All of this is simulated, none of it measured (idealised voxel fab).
The process module presented herein is designated voxel gate over fins.
Displayed cross-section: cut, width of 150 nm, square cells sized 5 nm.
Think of the cross-section as a grid of square cells. We describe it in bands, top to bottom, and each band covers one or more rows of those cells.
Read a band's entry like this: the first values are the height of its top and the height of its bottom in nm, and what follows is the sequence of materials from left to right, each with its width in nm. Note that "blank" is empty space, and that a single material marked "everywhere" reaches across the band from edge to edge.
Convention: height 0 is the level below which the wafer, as received, is all one material. The lowest band does not terminate at the bottom but continues downward, represented as "from 0 down".
Quick explanation for "30..40": the width changes in equal steps down the rows of cells, from the first number in the band's top row to the second number in its bottom row.
Step note "nothing was modified" = no cross-section cell changed.
The list in "Trapped voids" covers empty spaces of 8 cells or more that cannot reach the top through any open way, and it gives each as width x height at distance; the distance is from the left edge, and width, height and distance are in nm.
Heads up: the bit after the settings on a step's line is the simulator's remark on that step.
The line of a step may include "overlay nm". On a step with a mask, this value is how far to the right of its planned place the mask lay. A negative value means the mask lay to the left.

Intended process steps
1: RECEIVE (material Si)
2: CONFORMAL_DEP (material SiN; thk nm 10)
3: DIRECTIONAL_DEP (material aC; thk nm 10)
4: PATTERN (tone cover; mask id FINS; material resist; width nm 15; pitch nm 35; thk nm 25; overlay nm 0)
5: DIRECTIONAL_ETCH (etch materials aC; depth nm 10)
6: STRIP (etch materials resist)
7: DIRECTIONAL_ETCH (etch materials SiN; depth nm 10)
8: DIRECTIONAL_ETCH (etch materials Si; depth nm 35)
9: STRIP (etch materials aC)
10: FILL_DEP (material SiO2; thk nm 10)
11: CMP (height nm 10)
12: SELECTIVE_ETCH (etch materials SiO2; depth nm 20)
13: STRIP (etch materials SiN)
14: CONFORMAL_DEP (material HfO2; thk nm 5)
15: CONFORMAL_DEP (material TiN; thk nm 5)
16: FILL_DEP (material W; thk nm 15)
17: CMP (height nm 20)
18: CONFORMAL_DEP (material SiCN; thk nm 5)

Here's what the wafer looked like in cross-section when it arrived - that's after step 1
from 0 down | Si everywhere
Trapped voids: none

Cross-section: first of two wafers, module finished, run according to plan
from 25 to 20 | SiCN everywhere
from 20 to 10 | W everywhere
from 10 to 5 | 5 of W  140 of TiN  5 of W
from 5 to 0 | 5 of W  5 of TiN  25 of HfO2  10 of TiN  25 of HfO2  10 of TiN  25 of HfO2  10 of TiN  25 of HfO2  5 of TiN  5 of W
from 0 to -5 | 10 of TiN  5 of HfO2  15 of Si  5 of HfO2  10 of TiN  5 of HfO2  15 of Si  5 of HfO2  10 of TiN  5 of HfO2  15 of Si  5 of HfO2  10 of TiN  5 of HfO2  15 of Si  5 of HfO2  10 of TiN
from -5 to -10 | 15 of HfO2  15 of Si  20 of HfO2  15 of Si  20 of HfO2  15 of Si  20 of HfO2  15 of Si  15 of HfO2
from -10 to -35 | 15 of SiO2  15 of Si  20 of SiO2  15 of Si  20 of SiO2  15 of Si  20 of SiO2  15 of Si  15 of SiO2
from -35 down | Si everywhere
Trapped voids: none

Cross-section, wafer two of two, end of module: same start and plan as wafer one, one error in execution
from 25 to 20 | SiCN everywhere
from 20 to 10 | W everywhere
from 10 to 5 | TiN everywhere
from 5 to 0 | 20 of HfO2  5 of TiN  30 of HfO2  5 of TiN  30 of HfO2  5 of TiN  30 of HfO2  5 of TiN  20 of HfO2
from 0 to -5 | 15 of Si  5 of HfO2  5 of TiN  5 of HfO2  20 of Si  5 of HfO2  5 of TiN  5 of HfO2  20 of Si  5 of HfO2  5 of TiN  5 of HfO2  20 of Si  5 of HfO2  5 of TiN  5 of HfO2  15 of Si
from -5 to -10 | 15 of Si  15 of HfO2  20 of Si  15 of HfO2  20 of Si  15 of HfO2  20 of Si  15 of HfO2  15 of Si
from -10 to -35 | 15 of Si  15 of SiO2  20 of Si  15 of SiO2  20 of Si  15 of SiO2  20 of Si  15 of SiO2  15 of Si
from -35 down | Si everywhere
Trapped voids: none
Processing error: in deviation from the planned setting, step 4 was conducted as PATTERN (tone open; mask id FINS; material resist; width nm 15; pitch nm 35; thk nm 25; overlay nm 0)
End check, counted in cells, second wafer has more or fewer of these materials than the first: 42 more of Si; 30 fewer of SiO2; 8 fewer of TiN; 4 fewer of W
